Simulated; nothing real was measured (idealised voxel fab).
The process module that follows is named voxel ribs on slabs.
In the cross-section labelled cut, the width is 190 nm and each square cell is 5 nm.
Cross-section, as written here: a square-cell grid given band by band from the top down, where a band holds one or more rows of cells.
Per band: top height and bottom height in nm, followed by the left-to-right materials and their widths in nm; "edge to edge" marks a single material spanning edge to edge, "air" marks empty space.
A quick word on heights: they are counted from 0, and under that level the wafer as it came to us is one material throughout. The lowest band is different from the rest in having no bottom; it simply continues downward, written as in "from 0 down".
A width such as "30 to 40" changes by the same amount from each row of cells to the next, from the band's top row to its bottom row.
Step marked "everything unchanged"? Then no cell in the cross-section changed in it.
Look at "Closed void catalog" for the closed voids: empty spaces with no open path to the top, sized 8 cells or up. Each is width x height at distance, distance from the left edge, all nm.
after a step's settings: what the simulator itself notes on the step
You can add "overlay nm" to a step's line. For a step with a mask, it describes how far the mask lay to the right of its planned position, and a negative number describes a lay to the left.
So here's the lineup of process steps we planned
1: RECEIVE [material Si]
2: DIRECTIONAL_DEP [material SiO2] [thk nm 30]
3: DIRECTIONAL_DEP [material polySi] [thk nm 20]
4: DIRECTIONAL_DEP [material aC] [thk nm 10]
5: PATTERN [tone cover] [mask id RIB] [material resist] [width nm 30] [thk nm 30] [overlay nm 0]
6: DIRECTIONAL_ETCH [etch materials aC] [depth nm 10]
7: STRIP [etch materials resist]
8: DIRECTIONAL_ETCH [etch materials polySi] [depth nm 5]
9: STRIP [etch materials aC]
10: DIRECTIONAL_DEP [material aC] [thk nm 10]
11: PATTERN [tone cover] [mask id SLAB] [material resist] [width nm 80] [thk nm 25] [overlay nm 0]
12: DIRECTIONAL_ETCH [etch materials aC] [depth nm 10]
13: STRIP [etch materials resist]
14: DIRECTIONAL_ETCH [etch materials polySi] [depth nm 15]
15: STRIP [etch materials aC]
16: FILL_DEP [material SiO2] [thk nm 30]
17: CMP [height nm 70]
18: DIRECTIONAL_DEP [material TiN] [thk nm 5]
19: PATTERN [tone cover] [mask id HEATER] [material resist] [width nm 40] [thk nm 20] [overlay nm 0]
20: DIRECTIONAL_ETCH [etch materials TiN] [depth nm 5]
21: STRIP [etch materials resist]
22: CONFORMAL_DEP [material SiO2] [thk nm 10]
Received-state cross-section, reflecting completion of step 1
  from 0 down | Si edge to edge
  Closed void catalog: none
First wafer of two, sectioned at end of module; run went per plan
  from 85 to 80 | air (65); SiO2 (60); air (65)
  from 80 to 75 | SiO2 edge to edge
  from 75 to 70 | SiO2 (75); TiN (40); SiO2 (75)
  from 70 to 50 | SiO2 edge to edge
  from 50 to 45 | SiO2 (80); polySi (30); SiO2 (80)
  from 45 to 30 | SiO2 (55); polySi (80); SiO2 (55)
  from 30 to 0 | SiO2 edge to edge
  from 0 down | Si edge to edge
  Closed void catalog: none
Now the second wafer, cross-sectioned at the end of the module. Nothing different at the start, nothing different in the plan compared with the first, just one mistake when it was actually run
  from 85 to 80 | SiO2 (85); air (20); SiO2 (85)
  from 80 to 75 | SiO2 edge to edge
  from 75 to 70 | TiN (75); SiO2 (40); TiN (75)
  from 70 to 50 | SiO2 edge to edge
  from 50 to 45 | SiO2 (80); polySi (30); SiO2 (80)
  from 45 to 30 | SiO2 (55); polySi (80); SiO2 (55)
  from 30 to 0 | SiO2 edge to edge
  from 0 down | Si edge to edge
  Closed void catalog: none
what went wrong: step 19 did not happen as planned, as run it was PATTERN [tone open] [mask id HEATER] [material resist] [width nm 40] [thk nm 20] [overlay nm 0]
FYI, end of process, the second wafer has more or fewer cells of some materials than the first: 22 more of TiN
